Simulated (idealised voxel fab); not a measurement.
Presented below is a process module, voxel local oxidation.
Cross-section cut: width 270 nm, square cells of 5 nm.
Cross-section, as written here: a square-cell grid given band by band from the top down, where a band holds one or more rows of cells. It is stipulated that each band's entry specify, in nanometres, the height of the top of the band and then that of its bottom, followed by the materials of the band in left-to-right sequence, each together with its width in nanometres. A single material marked by the word "everywhere" is understood to fill the band from edge to edge; the word "air" is understood to denote empty space. Basically, 0 is our baseline, since under it the wafer straight out of the box is all one material. The bottom band has no lower end and keeps on going down, so it looks like "z 0 and below". Think of "30..40" as a width that walks from the first number to the second as you go down the band, top row to bottom row, taking equal-sized steps from row to row. Where the words "all unchanged" appear for a step, the cross-section shows no cell changed by that step; every cell remained as before. Empty spaces counting at least 8 cells and having no open way to the top are listed in "Sealed void inventory". The notation width x height at distance is used for each, the distance being from the left edge and all three values in nm. Past the settings on a step's line: simulator remark, on that step. A step line may carry the setting "overlay nm", which, for steps involving a mask, states the distance by which the mask lay to the right of its intended position; negative values denote displacement to the left.
plan:
- 1: op RECEIVE | material Si
- 2: op OXIDIZE | depth nm 5
- 3: op CONFORMAL_DEP | material SiN | thk nm 10
- 4: op PATTERN | tone cover | mask id ACTIVE | material resist | width nm 125 | thk nm 20 | overlay nm -15
- 5: op DIRECTIONAL_ETCH | etch materials SiN | depth nm 10
- 6: op STRIP | etch materials resist
- 7: op SELECTIVE_ETCH | etch materials SiO2 | depth nm 5
- 8: op OXIDIZE | depth nm 15
- 9: op STRIP | etch materials SiN
Quick note for whoever runs this: the wafers start identical, but the overlay nm at step 4 isn't the same across them. The plan just shows what the first wafer had.
Cross-sectional view of the first of several wafers in the as-received condition, corresponding to the state following step 1:
    z 0 and below | Si everywhere
    Sealed void inventory: none
First of several wafers in cross-section at module end, following the final step, step 9:
    z 0 to -5 | air 60 nm / SiO2 115 nm / air 95 nm
    z -5 to -20 | SiO2 75 nm / Si 85 nm / SiO2 110 nm
    z -20 and below | Si everywhere
    Sealed void inventory: none
Cross-sectional depiction of the last of several wafers upon completion of the module:
    z 0 to -5 | air 90 nm / SiO2 115 nm / air 65 nm
    z -5 to -20 | SiO2 105 nm / Si 85 nm / SiO2 80 nm
    z -20 and below | Si everywhere
    Sealed void inventory: none
Wafer rows, end of module: cells per material gained (+) or lost (-) since receipt; closed voids last:
overlay nm -15 | -165 Si | +134 SiO2 | Sealed void inventory: none
overlay nm -10 | -165 Si | +134 SiO2 | Sealed void inventory: none
overlay nm -5 | -165 Si | +134 SiO2 | Sealed void inventory: none
overlay nm 0 | -165 Si | +134 SiO2 | Sealed void inventory: none
overlay nm 5 | -165 Si | +134 SiO2 | Sealed void inventory: none
overlay nm 10 | -165 Si | +134 SiO2 | Sealed void inventory: none
overlay nm 15 | -165 Si | +134 SiO2 | Sealed void inventory: none
